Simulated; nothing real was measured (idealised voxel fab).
The document below concerns the process module designated voxel tone inversion.
The width of the displayed cross-section, cut, is 265 nm; its cells are square, with a size of 5 nm.
A cross-section in this document is a grid of square cells, and it is written down as bands, the top band listed before the ones below it; a band is made up of one or more rows of cells.
Each band's line starts with the height of the band's top and of its bottom, in nm. Then come its materials from left to right, each with its width in nm. One material with "edge to edge" fills the band from edge to edge. "blank" is empty space.
The level at which height equals 0 is the one under which the wafer, as it arrives, is entirely one material. No lower edge exists for the bottom band, which continues downward and is notated as in "0 -> down".
A width given as "30 to 40" starts at the first number in the band's top row and ends at the second number in its bottom row, shifting by an equal amount at every step from row to row.
The cross-section has no changed cell in any step marked "remained the same".
Look at "Sealed-off cavities" for the closed voids: empty spaces with no open path to the top, sized 8 cells or up. Each is width x height at distance, distance from the left edge, all nm.
Heads up: the bit after the settings on a step's line is the simulator's remark on that step.
Regarding "overlay nm": on a step with a mask, it is the distance the mask lay to the right of its planned place; a negative value places it to the left.

So here's the lineup of process steps we planned:
1) RECEIVE with material Si
2) CONFORMAL_DEP with material SiCN, thk nm 5
3) DIRECTIONAL_DEP with material aC, thk nm 20
4) PATTERN with tone cover, mask id POSTS, material resist, width nm 20, pitch nm 45, thk nm 25, overlay nm 0
5) DIRECTIONAL_ETCH with etch materials aC, depth nm 20
6) STRIP with etch materials resist
7) FILL_DEP with material lowk, thk nm 5
8) CMP with height nm 25
9) STRIP with etch materials aC
10) CONFORMAL_DEP with material TiN, thk nm 5
11) FILL_DEP with material Ru, thk nm 5
12) CMP with height nm 25
13) CONFORMAL_DEP with material SiCN, thk nm 5

Cross-section, incoming material, after step 1:
> 0 -> down: Si edge to edge
> Sealed-off cavities: none

This is how the wafer looks in cross-section once the module is done, given the starting state and plan above and one mistake in carrying the plan out:
> 30 -> 25: SiCN edge to edge
> 25 -> 20: lowk edge to edge
> 20 -> 0: lowk 75, then aC 20, then lowk 25, then aC 20, then lowk 25, then aC 20, then lowk 80
> 0 -> down: Si edge to edge
> Sealed-off cavities: none
Against the plan, the run slipped here: step 2 of the plan was bypassed and not carried out
